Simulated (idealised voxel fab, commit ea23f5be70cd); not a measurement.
Name of the process module below: voxel wiring stack
In the cross-section labelled cut, the width is 210 nm and each square cell is 5 nm.
Think of the cross-section as a grid of square cells. We describe it in bands, top to bottom, and each band covers one or more rows of those cells.
For a band, the entry starts with two heights in nm, that of the top and then that of the bottom, and carries on with the band's materials in order from left to right, each alongside its width in nm; the word "all across" beside a single material means it fills the band edge to edge, and "air" means empty space.
Zero point of the height axis is 0; under it, received wafer = one material. Lowest band: continues down indefinitely, "0 and below".
A two-number width, for instance "30 to 40", indicates that the width is equal to the first number in the top row of the band and to the second number in the bottom row, and that it changes by a constant amount per row of cells.
Given "no alteration" for a step, no cell of the cross-section differs between before and after that step.
"Entrapped voids": empty spaces of 8 cells or more with no open way to the top, each given as width x height at distance, distance from the left edge, all in nm.
Note: text after step settings on the step line = simulator remark on that step.
On any step carrying a mask, the "overlay nm" setting, if present on the step's line, tells how far right of its planned place the mask lay; negative values point to the left.

**plan**
1 RECEIVE with material Si
2 CONFORMAL_DEP with material SiO2, thk nm 10
3 DIRECTIONAL_DEP with material TiN, thk nm 5
4 DIRECTIONAL_DEP with material W, thk nm 25
5 DIRECTIONAL_DEP with material aC, thk nm 15
6 PATTERN with tone cover, mask id METAL_1, material resist, width nm 20, pitch nm 45, thk nm 35, overlay nm 0
7 DIRECTIONAL_ETCH with etch materials aC, depth nm 15
8 STRIP with etch materials resist
9 DIRECTIONAL_ETCH with etch materials W, depth nm 25
10 DIRECTIONAL_ETCH with etch materials TiN, depth nm 5
11 STRIP with etch materials aC
12 CONFORMAL_DEP with material SiN, thk nm 5
13 FILL_DEP with material lowk, thk nm 5
14 CMP with height nm 40
15 CONFORMAL_DEP with material SiCN, thk nm 5
16 DIRECTIONAL_DEP with material lowk, thk nm 15
17 MASKED_ETCH with tone open, mask id PLUG_1, width nm 15, pitch nm 45, etch materials lowk, depth nm 15, overlay nm 0
18 MASKED_ETCH with tone open, mask id PLUG_1, width nm 15, pitch nm 45, etch materials SiCN, depth nm 5, overlay nm 0
19 CONFORMAL_DEP with material TiN, thk nm 5
20 FILL_DEP with material Ru, thk nm 5
21 CMP with height nm 60
22 DIRECTIONAL_DEP with material TiN, thk nm 5
23 DIRECTIONAL_DEP with material W, thk nm 20
24 PATTERN with tone cover, mask id METAL_2, material resist, width nm 20, pitch nm 45, thk nm 15, overlay nm 0
25 DIRECTIONAL_ETCH with etch materials W, depth nm 20
26 DIRECTIONAL_ETCH with etch materials TiN, depth nm 5
27 STRIP with etch materials resist
28 CONFORMAL_DEP with material SiN, thk nm 5
29 FILL_DEP with material SiO2, thk nm 5
30 CMP with height nm 85
31 CONFORMAL_DEP with material SiN, thk nm 5

**So this is the incoming wafer in cross-section - it's already been through step 1**
> 0 and below  Si all across
> Entrapped voids: none

**Module complete - cross-section of the first of two wafers, run according to plan**
> 90 down to 85  SiN all across
> 85 down to 65  20 SiO2, 5 SiN, 20 W, 5 SiN, 15 SiO2, 5 SiN, 20 W, 5 SiN, 15 SiO2, 5 SiN, 20 W, 5 SiN, 15 SiO2, 5 SiN, 20 W, 5 SiN, 25 SiO2
> 65 down to 60  25 SiN, 20 TiN, 25 SiN, 20 TiN, 25 SiN, 20 TiN, 25 SiN, 20 TiN, 30 SiN
> 60 down to 45  25 lowk, 5 TiN, 5 Ru, 5 TiN, 30 lowk, 5 TiN, 5 Ru, 5 TiN, 30 lowk, 5 TiN, 5 Ru, 5 TiN, 30 lowk, 5 TiN, 5 Ru, 5 TiN, 35 lowk
> 45 down to 40  25 SiCN, 15 TiN, 30 SiCN, 15 TiN, 30 SiCN, 15 TiN, 30 SiCN, 15 TiN, 35 SiCN
> 40 down to 15  20 lowk, 5 SiN, 20 W, 5 SiN, 15 lowk, 5 SiN, 20 W, 5 SiN, 15 lowk, 5 SiN, 20 W, 5 SiN, 15 lowk, 5 SiN, 20 W, 5 SiN, 25 lowk
> 15 down to 10  25 SiN, 20 TiN, 25 SiN, 20 TiN, 25 SiN, 20 TiN, 25 SiN, 20 TiN, 30 SiN
> 10 down to 0  SiO2 all across
> 0 and below  Si all across
> Entrapped voids: none

**Cross-section at end of module for the second wafer of two, which matched the first in starting point and plan and differed by one mistake in its processing**
> 90 down to 85  SiN all across
> 85 down to 65  20 SiO2, 5 TiN, 20 W, 5 TiN, 15 SiO2, 5 TiN, 20 W, 5 TiN, 15 SiO2, 5 TiN, 20 W, 5 TiN, 15 SiO2, 5 TiN, 20 W, 5 TiN, 25 SiO2
> 65 down to 60  TiN all across
> 60 down to 45  25 lowk, 5 TiN, 5 Ru, 5 TiN, 30 lowk, 5 TiN, 5 Ru, 5 TiN, 30 lowk, 5 TiN, 5 Ru, 5 TiN, 30 lowk, 5 TiN, 5 Ru, 5 TiN, 35 lowk
> 45 down to 40  25 SiCN, 15 TiN, 30 SiCN, 15 TiN, 30 SiCN, 15 TiN, 30 SiCN, 15 TiN, 35 SiCN
> 40 down to 15  20 lowk, 5 SiN, 20 W, 5 SiN, 15 lowk, 5 SiN, 20 W, 5 SiN, 15 lowk, 5 SiN, 20 W, 5 SiN, 15 lowk, 5 SiN, 20 W, 5 SiN, 25 lowk
> 15 down to 10  25 SiN, 20 TiN, 25 SiN, 20 TiN, 25 SiN, 20 TiN, 25 SiN, 20 TiN, 30 SiN
> 10 down to 0  SiO2 all across
> 0 and below  Si all across
> Entrapped voids: none
What was done differently from what was planned? step 28, actual vs plan mismatch, actual run CONFORMAL_DEP with material TiN, thk nm 5
Bottom line after processing is that, in cells, the second wafer is up or down on some materials versus the first: SiN -58, TiN +58
